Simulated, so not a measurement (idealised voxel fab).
A process module follows: voxel plated lines.
270 nm wide, 5 nm square cells: that's cross-section cut.
When this document writes out a cross-section, it uses a grid of square cells and lists it as bands, beginning at the top and moving down, with a band standing for one or more rows of cells.
Read a band's entry like this: the first values are the height of its top and the height of its bottom in nm, and what follows is the sequence of materials from left to right, each with its width in nm. Note that "air" is empty space, and that a single material marked "edge to edge" reaches across the band from edge to edge.
All heights in this document are referenced to 0, defined as the level beneath which the wafer, as received, consists entirely of one material. The lowest band is not bounded below; it extends indefinitely downward and is written in the form "0 -> down".
With a width like "30 to 40", each row of cells in the band differs from the next by the same amount, the top row carrying the first number and the bottom row the second.
The cross-section has no changed cell in any step marked "no modification".
The entry titled "Closed void listing" provides the empty spaces that have no open way to the top, restricted to those of 8 cells or more. Each is presented as width x height at distance, the distance being measured from the left edge, with all three in nm.
Past the settings on a step's line: simulator remark, on that step.
The "overlay nm" setting may appear on a step's line; for a step that uses a mask, it gives how far to the right of its planned position the mask lay, and a negative value indicates the left.
## Process steps - plan
1: RECEIVE, material Si
2: CONFORMAL_DEP, material SiO2, thk nm 15
3: DIRECTIONAL_DEP, material TiN, thk nm 5
4: PATTERN, tone open, mask id LINES, material resist, width nm 15, pitch nm 40, thk nm 25, overlay nm 0
5: EPI, material Ru, thk nm 5
6: EPI, material Ru, thk nm 10
7: STRIP, etch materials resist
8: DIRECTIONAL_ETCH, etch materials TiN, depth nm 5
9: CONFORMAL_DEP, material SiCN, thk nm 5
## Here's what the wafer looked like in cross-section when it arrived - that's after step 1
    0 -> down: Si edge to edge
    Closed void listing: none
## Cross-sectional result after module completion. Note: starting condition and plan are unchanged from above; one processing mistake was made
    40 -> 35: air=55  SiCN=35  air=5  SiCN=35  air=5  SiCN=35  air=5  SiCN=35  air=60
    35 -> 20: air=55  SiCN=5  Ru=25  SiCN=5  air=5  SiCN=5  Ru=25  SiCN=5  air=5  SiCN=5  Ru=25  SiCN=5  air=5  SiCN=5  Ru=25  SiCN=5  air=60
    20 -> 15: SiCN=60  TiN=25  SiCN=15  TiN=25  SiCN=15  TiN=25  SiCN=15  TiN=25  SiCN=65
    15 -> 0: SiO2 edge to edge
    0 -> down: Si edge to edge
    Closed void listing: none
Short version of what went wrong: note that step 4 departed from the planned setting and was carried out as PATTERN, tone open, mask id LINES, material resist, width nm 25, pitch nm 40, thk nm 25, overlay nm 0
